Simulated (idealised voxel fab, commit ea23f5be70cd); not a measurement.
Title: Process Module voxel released beams
FYI the section here is cut, 235 nm wide, cells are 5 nm squares.
Square cells in a grid make up a cross-section in this document, and the grid is given as bands, listed from the top down, each one or more rows of cells. Band entry format. Leading values: height of top, height of bottom, nm. Remainder: materials in left-to-right order, each with its width in nm. Special words: "full width" on a single material, which then fills the band edge to edge; "blank", empty space. All heights in this document are referenced to 0, defined as the level beneath which the wafer, as received, consists entirely of one material. The lowest band is not bounded below; it extends indefinitely downward and is written in the form "from 0 down". Note: "30..40" means the width goes from the first number (top row of the band) to the second number (bottom row) in equal steps per row of cells. What does "nothing was modified" mean for a step? It means no cell of the cross-section changed in that step. This entry, "Closed cavities", enumerates those empty regions of no fewer than 8 cells that possess no open connection to the top. Each region is reported in the form width x height at distance, the distance being taken from the left edge, with all three quantities expressed in nm. Text after the settings on a step's line: the simulator's own remark on that step. A step's line can hold "overlay nm"; with a mask on that step, the setting says how far right of the planned place the mask lay, while a negative setting says it lay to the left.
Listed below are the process steps as planned
step 1: RECEIVE: material Si
step 2: CONFORMAL_DEP: material Al2O3, thk nm 5
step 3: DIRECTIONAL_DEP: material SiO2, thk nm 20
step 4: MASKED_ETCH: tone open, mask id ANCHOR, width nm 30, etch materials SiO2, depth nm 20, overlay nm 0
step 5: CONFORMAL_DEP: material W, thk nm 10
step 6: MASKED_ETCH: tone cover, mask id BEAM, width nm 100, etch materials W, depth nm 10, overlay nm 0
step 7: STRIP: etch materials SiO2
Shown in cross-section is the wafer as received, that is, as it stands after step 1
  from 0 down = Si full width
  Closed cavities: none
First of two wafers at the end of the module, shown in cross-section; run carried out as planned
  from 35 to 25 = 65 of blank | 15 of W | 10 of blank | 75 of W | 70 of blank
  from 25 to 15 = 70 of blank | 10 of W | 10 of blank | 10 of W | 135 of blank
  from 15 to 5 = 70 of blank | 30 of W | 135 of blank
  from 5 to 0 = Al2O3 full width
  from 0 down = Si full width
  Closed cavities: none
Cross-sectional view of the second of two wafers upon completion of the module. This wafer shared its starting condition and process plan with the first; one error was made during its execution
  from 25 to 5 = 70 of SiO2 | 30 of blank | 135 of SiO2
  from 5 to 0 = Al2O3 full width
  from 0 down = Si full width
  Closed cavities: none
Processing error: step 7 was run on a setting that differed from the plan, and what really ran there is STRIP: etch materials W
Final difference in cells, second wafer against first, listed per material as more or fewer: 164 more of SiO2 | 56 fewer of W
